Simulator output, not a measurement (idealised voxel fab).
This is a process module. Its name is voxel capacitor over wiring.
Square cell edge 5 nm, section width 260 nm, ID cut.
A cross-section in this document is a grid of square cells, and it is written down as bands, the top band listed before the ones below it; a band is made up of one or more rows of cells. Basically the band line says how high the top is and how high the bottom is, in nm, and then what's in it from left to right, every material with its width in nm. Empty space shows up as "empty", and if a single material carries "full width" it runs the full band edge to edge. Height 0 is the level under which the wafer as received is all one material. The lowest band goes on downwards, as in "0 nm and below". The expression "30 to 40" gives the width at the extremes of the band, the first number at its top row of cells and the second at its bottom row, with the width changing by equal amounts from each row to the next in between. "nothing different" after a step means that no cell of the cross-section changed. Listed in "Closed void entries": every empty space of 8 or more cells without an open way to the top. Form: width x height at distance, the distance being from the left edge, all in nm. Past the settings on a step's line: simulator remark, on that step. overlay nm: where the mask lay relative to plan, measured to the right, on steps with a mask; negatives go left.

**Process steps (planned)**
| 1 | RECEIVE with material Si |
| 2 | CONFORMAL_DEP with material SiO2, thk nm 15 |
| 3 | DIRECTIONAL_DEP with material TiN, thk nm 5 |
| 4 | DIRECTIONAL_DEP with material Ru, thk nm 25 |
| 5 | PATTERN with tone cover, mask id METAL_1, material resist, width nm 25, pitch nm 95, thk nm 15, overlay nm 0 |
| 6 | DIRECTIONAL_ETCH with etch materials Ru, depth nm 25 |
| 7 | DIRECTIONAL_ETCH with etch materials TiN, depth nm 5 |
| 8 | STRIP with etch materials resist |
| 9 | FILL_DEP with material SiO2, thk nm 5 |
| 10 | CMP with height nm 45 |
| 11 | CONFORMAL_DEP with material SiCN, thk nm 5 |
| 12 | DIRECTIONAL_DEP with material SiO2, thk nm 10 |
| 13 | DIRECTIONAL_DEP with material aC, thk nm 10 |
| 14 | PATTERN with tone open, mask id PLUG_1, material resist, width nm 15, thk nm 25, overlay nm 0 |
| 15 | DIRECTIONAL_ETCH with etch materials aC, depth nm 10 |
| 16 | STRIP with etch materials resist |
| 17 | DIRECTIONAL_ETCH with etch materials SiO2, depth nm 10 |
| 18 | DIRECTIONAL_ETCH with etch materials SiCN, depth nm 5 |
| 19 | STRIP with etch materials aC |
| 20 | EPI with material Ru, thk nm 10 |
| 21 | EPI with material Ru, thk nm 5 |
| 22 | DIRECTIONAL_DEP with material TiN, thk nm 5 |
| 23 | DIRECTIONAL_DEP with material Al2O3, thk nm 5 |
| 24 | DIRECTIONAL_DEP with material TiN, thk nm 5 |
| 25 | MASKED_ETCH with tone cover, mask id UPPER_PLATE, width nm 75, etch materials TiN, depth nm 5, overlay nm 0 |
| 26 | MASKED_ETCH with tone cover, mask id UPPER_PLATE, width nm 75, etch materials Al2O3, depth nm 5, overlay nm 0 |
| 27 | DIRECTIONAL_DEP with material aC, thk nm 15 |
| 28 | PATTERN with tone cover, mask id LOWER_PLATE, material resist, width nm 85, thk nm 30, overlay nm 0 |
| 29 | DIRECTIONAL_ETCH with etch materials aC, depth nm 15 |
| 30 | STRIP with etch materials resist |
| 31 | DIRECTIONAL_ETCH with etch materials TiN, depth nm 5 |
| 32 | STRIP with etch materials aC |
| 33 | FILL_DEP with material SiO2, thk nm 15 |
| 34 | CMP with height nm 85 |
| 35 | MASKED_ETCH with tone open, mask id PLUG_2, width nm 15, etch materials SiO2, depth nm 10, overlay nm 0 |
| 36 | CONFORMAL_DEP with material TiN, thk nm 5 |
| 37 | FILL_DEP with material W, thk nm 5 |
| 38 | CMP with height nm 85 |
| 39 | CONFORMAL_DEP with material SiN, thk nm 5 |

**Cross-sectional view of the wafer in its as-received condition, corresponding to the state after step 1**
    0 nm and below: Si full width
    Closed void entries: none

**Final wafer profile in cross-section after the module, from the same start and plan as above, with one mistake made during processing**
    90 nm to 85 nm: SiN full width
    85 nm to 80 nm: SiO2 90 nm, then TiN 5 nm, then W 5 nm, then TiN 5 nm, then SiO2 155 nm
    80 nm to 70 nm: SiO2 90 to 75 nm, then TiN 15 to 75 nm, then SiO2 155 to 110 nm
    70 nm to 65 nm: SiO2 75 nm, then Al2O3 80 nm, then SiO2 105 nm
    65 nm to 60 nm: SiO2 75 nm, then TiN 85 nm, then SiO2 100 nm
    60 nm to 50 nm: SiO2 80 nm, then Ru 15 nm, then SiO2 165 nm
    50 nm to 45 nm: SiCN 80 nm, then Ru 15 nm, then SiCN 165 nm
    45 nm to 20 nm: SiO2 70 nm, then Ru 25 nm, then SiO2 70 nm, then Ru 25 nm, then SiO2 70 nm
    20 nm to 15 nm: SiO2 70 nm, then TiN 25 nm, then SiO2 70 nm, then TiN 25 nm, then SiO2 70 nm
    15 nm to 0 nm: SiO2 full width
    0 nm and below: Si full width
    Closed void entries: none
Short version of what went wrong: step 25 off recipe, ran as MASKED_ETCH with tone cover, mask id UPPER_PLATE, width nm 75, etch materials TiN, depth nm 5, overlay nm -5
